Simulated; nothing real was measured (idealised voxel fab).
Herein follows the process module entitled voxel quadruple lines.
150 nm wide, 5 nm square cells: that's cross-section cut.
Cross-section = grid of square cells, listed top down in bands; band = one or more rows.
Read a band's entry like this: the first values are the height of its top and the height of its bottom in nm, and what follows is the sequence of materials from left to right, each with its width in nm. Note that "air" is empty space, and that a single material marked "all across" reaches across the band from edge to edge.
All heights in this document are referenced to 0, defined as the level beneath which the wafer, as received, consists entirely of one material. The lowest band is not bounded below; it extends indefinitely downward and is written in the form "0 nm and below".
You'd read "30->40" like this: the band's top row of cells is as wide as the first number, its bottom row is as wide as the second, and going down, every row changes width by the same amount as the row before did.
You'll sometimes find "all unchanged" written for a step, and that's the way of saying that nowhere in the cross-section did a cell change during that step.
"Fully sealed cavities" - sealed voids, min. 8 cells, no opening to top; format: width x height at distance (distance from left edge; nm throughout).
If you see something after the settings on a step's line, that's the simulator's own remark about that step.
What "overlay nm" on a step's line means: if the step has a mask, that mask lay this far to the right of its planned place, or, when the value is negative, to the left.
Planned step list for the process:
1. RECEIVE (material Si)
2. CONFORMAL_DEP (material Al2O3; thk nm 10)
3. DIRECTIONAL_DEP (material W; thk nm 10)
4. DIRECTIONAL_DEP (material polySi; thk nm 20)
5. DIRECTIONAL_DEP (material aC; thk nm 20)
6. PATTERN (tone cover; mask id MANDREL; material resist; width nm 30; thk nm 30; overlay nm 0)
7. DIRECTIONAL_ETCH (etch materials aC; depth nm 20)
8. STRIP (etch materials resist)
9. CONFORMAL_DEP (material SiO2; thk nm 10)
10. DIRECTIONAL_ETCH (etch materials SiO2; depth nm 10)
11. STRIP (etch materials aC)
12. DIRECTIONAL_ETCH (etch materials polySi; depth nm 20)
13. STRIP (etch materials SiO2)
14. CONFORMAL_DEP (material SiCN; thk nm 10)
15. DIRECTIONAL_ETCH (etch materials SiCN; depth nm 10)
16. STRIP (etch materials polySi)
17. DIRECTIONAL_ETCH (etch materials W; depth nm 10)
18. STRIP (etch materials SiCN)
As-received state of the wafer in cross-section, equivalent to post-step 1:
> 0 nm and below = Si all across
> Fully sealed cavities: none
Cross-section at module end, one run error; start and plan unchanged from above:
> 20 nm to 15 nm = 40 nm air  10 nm W  10 nm air  10 nm W  10 nm air  10 nm W  10 nm air  10 nm W  40 nm air
> 15 nm to 10 nm = W all across
> 10 nm to 0 nm = Al2O3 all across
> 0 nm and below = Si all across
> Fully sealed cavities: none
In executing the process, a mistake was made relative to the plan: step 17 went in with a setting other than planned; the actual run was DIRECTIONAL_ETCH (etch materials W; depth nm 5)
